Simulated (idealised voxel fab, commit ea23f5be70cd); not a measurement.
A process module follows: voxel transistor to metal.
It is cross-section cut that appears here, measuring 270 nm in width, its square cells being 5 nm in size.
How to read a cross-section here: the picture is a grid of square cells, written as bands going from the top down, and any band can span one or more rows of cells. Heads up on the band format: heights come first, top then bottom, in nm. After that it's the materials left to right, each with its width in nm. A single material flagged "everywhere" fills the whole band edge to edge, and "empty" means there's empty space there. Basically, 0 is our baseline, since under it the wafer straight out of the box is all one material. The bottom band has no lower end and keeps on going down, so it looks like "from 0 down". Note: "30->40" means the width goes from the first number (top row of the band) to the second number (bottom row) in equal steps per row of cells. Where a step carries "changes: none", the cross-section came out of it unchanged, cell for cell. Voids not open to the top, 8 cells minimum: see "Fully enclosed voids". Written width x height at distance; distance is from the left edge; nm. Anything after a step's settings on that line? It's the simulator's own note about the step. "overlay nm" answers the question of how far to the right of plan the mask lay on a step that has a mask, and when it is negative the answer is to the left.
Process steps foreseen in the plan:
- 1: op RECEIVE | material Si
- 2: op CONFORMAL_DEP | material SiO2 | thk nm 5
- 3: op CONFORMAL_DEP | material SiN | thk nm 15
- 4: op DIRECTIONAL_DEP | material aC | thk nm 10
- 5: op PATTERN | tone cover | mask id ACTIVE | material resist | width nm 105 | pitch nm 125 | thk nm 30 | overlay nm 0
- 6: op DIRECTIONAL_ETCH | etch materials aC | depth nm 10
- 7: op STRIP | etch materials resist
- 8: op DIRECTIONAL_ETCH | etch materials SiN | depth nm 15
- 9: op DIRECTIONAL_ETCH | etch materials SiO2 | depth nm 5
- 10: op DIRECTIONAL_ETCH | etch materials Si | depth nm 20
- 11: op STRIP | etch materials aC
- 12: op FILL_DEP | material SiO2 | thk nm 10
- 13: op CMP | height nm 20
- 14: op SELECTIVE_ETCH | etch materials SiO2 | depth nm 5
- 15: op STRIP | etch materials SiN
- 16: op SELECTIVE_ETCH | etch materials SiO2 | depth nm 5
- 17: op OXIDIZE | depth nm 5
- 18: op DIRECTIONAL_DEP | material polySi | thk nm 25
- 19: op DIRECTIONAL_DEP | material SiCN | thk nm 15
- 20: op MASKED_ETCH | tone cover | mask id GATE | width nm 25 | pitch nm 125 | etch materials SiCN | depth nm 25 | overlay nm 0
- 21: op MASKED_ETCH | tone cover | mask id GATE | width nm 25 | pitch nm 125 | etch materials polySi | depth nm 35 | overlay nm 0
- 22: op CONFORMAL_DEP | material SiN | thk nm 5
- 23: op DIRECTIONAL_ETCH | etch materials SiN | depth nm 5
- 24: op DIRECTIONAL_ETCH | etch materials SiO2 | depth nm 5
- 25: op DIRECTIONAL_ETCH | etch materials Si | depth nm 10
- 26: op EPI | material nSi | thk nm 10
- 27: op FILL_DEP | material SiO2 | thk nm 5
- 28: op CMP | height nm 25
- 29: op STRIP | etch materials polySi
- 30: op SELECTIVE_ETCH | etch materials SiO2 | depth nm 5
- 31: op CONFORMAL_DEP | material HfO2 | thk nm 5
- 32: op CONFORMAL_DEP | material TiN | thk nm 5
- 33: op FILL_DEP | material W | thk nm 5
- 34: op CMP | height nm 20
- 35: op DIRECTIONAL_DEP | material SiO2 | thk nm 10
- 36: op PATTERN | tone open | mask id CONTACT | material resist | width nm 15 | thk nm 20 | overlay nm 0
- 37: op DIRECTIONAL_ETCH | etch materials SiO2 | depth nm 35
- 38: op STRIP | etch materials resist
- 39: op CONFORMAL_DEP | material TiN | thk nm 5
- 40: op FILL_DEP | material Ru | thk nm 10
- 41: op CMP | height nm 30
- 42: op DIRECTIONAL_DEP | material TiN | thk nm 5
- 43: op DIRECTIONAL_DEP | material Ru | thk nm 15
- 44: op MASKED_ETCH | tone cover | mask id METAL_1 | width nm 15 | etch materials Ru | depth nm 15 | overlay nm 0
- 45: op MASKED_ETCH | tone cover | mask id METAL_1 | width nm 15 | etch materials TiN | depth nm 5 | overlay nm 0
- 46: op CONFORMAL_DEP | material SiCN | thk nm 5
- 47: op FILL_DEP | material lowk | thk nm 5
- 48: op CMP | height nm 50
- 49: op CONFORMAL_DEP | material SiCN | thk nm 5
Wafer cross-section on receipt, i.e. after step 1:
> from 0 down  Si everywhere
> Fully enclosed voids: none
Same starting wafer, same plan as above, one mistake in the execution; this is the cross-section at the end of the module:
> from 55 to 50  SiCN everywhere
> from 50 to 35  lowk 25 nm  SiCN 5 nm  Ru 15 nm  SiCN 5 nm  lowk 45 nm  SiCN 5 nm  Ru 15 nm  SiCN 5 nm  lowk 30 nm  SiCN 5 nm  Ru 15 nm  SiCN 5 nm  lowk 45 nm  SiCN 5 nm  Ru 15 nm  SiCN 5 nm  lowk 25 nm
> from 35 to 30  SiCN 30 nm  TiN 15 nm  SiCN 55 nm  TiN 15 nm  SiCN 40 nm  TiN 15 nm  SiCN 55 nm  TiN 15 nm  SiCN 30 nm
> from 30 to 20  SiO2 30 nm  TiN 5 nm  Ru 5 nm  TiN 5 nm  SiO2 55 nm  TiN 5 nm  Ru 5 nm  TiN 5 nm  SiO2 40 nm  TiN 5 nm  Ru 5 nm  TiN 5 nm  SiO2 55 nm  TiN 5 nm  Ru 5 nm  TiN 5 nm  SiO2 30 nm
> from 20 to 10  SiO2 30 nm  TiN 5 nm  Ru 5 nm  TiN 5 nm  SiO2 10 nm  SiN 5 nm  HfO2 5 nm  TiN 5 nm  W 5 nm  TiN 5 nm  HfO2 5 nm  SiN 5 nm  SiO2 10 nm  TiN 5 nm  Ru 5 nm  TiN 5 nm  SiO2 40 nm  TiN 5 nm  Ru 5 nm  TiN 5 nm  SiO2 10 nm  SiN 5 nm  HfO2 5 nm  TiN 5 nm  W 5 nm  TiN 5 nm  HfO2 5 nm  SiN 5 nm  SiO2 10 nm  TiN 5 nm  Ru 5 nm  TiN 5 nm  SiO2 30 nm
> from 10 to 5  SiO2 15 nm  SiN 5 nm  SiO2 10 nm  TiN 5 nm  Ru 5 nm  TiN 5 nm  SiO2 10 nm  SiN 5 nm  HfO2 5 nm  TiN 5 nm  W 5 nm  TiN 5 nm  HfO2 5 nm  SiN 5 nm  SiO2 10 nm  TiN 5 nm  Ru 5 nm  TiN 5 nm  SiO2 10 nm  SiN 5 nm  SiO2 10 nm  SiN 5 nm  SiO2 10 nm  TiN 5 nm  Ru 5 nm  TiN 5 nm  SiO2 10 nm  SiN 5 nm  HfO2 5 nm  TiN 5 nm  W 5 nm  TiN 5 nm  HfO2 5 nm  SiN 5 nm  SiO2 10 nm  TiN 5 nm  Ru 5 nm  TiN 5 nm  SiO2 10 nm  SiN 5 nm  SiO2 15 nm
> from 5 to 0  SiO2 15 nm  SiN 5 nm  SiO2 10 nm  TiN 5 nm  Ru 5 nm  TiN 5 nm  nSi 10 nm  SiN 5 nm  HfO2 5 nm  TiN 15 nm  HfO2 5 nm  SiN 5 nm  nSi 10 nm  TiN 5 nm  Ru 5 nm  TiN 5 nm  SiO2 10 nm  SiN 5 nm  SiO2 10 nm  SiN 5 nm  SiO2 10 nm  TiN 5 nm  Ru 5 nm  TiN 5 nm  nSi 10 nm  SiN 5 nm  HfO2 5 nm  TiN 15 nm  HfO2 5 nm  SiN 5 nm  nSi 10 nm  TiN 5 nm  Ru 5 nm  TiN 5 nm  SiO2 10 nm  SiN 5 nm  SiO2 15 nm
> from 0 to -5  SiO2 30 nm  TiN 15 nm  nSi 10 nm  HfO2 35 nm  nSi 10 nm  TiN 15 nm  SiO2 40 nm  TiN 15 nm  nSi 10 nm  HfO2 35 nm  nSi 10 nm  TiN 15 nm  SiO2 30 nm
> from -5 to -15  SiO2 20 nm  nSi 35 nm  Si 35 nm  nSi 35 nm  SiO2 20 nm  nSi 35 nm  Si 35 nm  nSi 35 nm  SiO2 20 nm
> from -15 to -40  SiO2 20 nm  Si 105 nm  SiO2 20 nm  Si 105 nm  SiO2 20 nm
> from -40 down  Si everywhere
> Fully enclosed voids: none
Misprocessing identified: execution of plan step 10 occurred twice
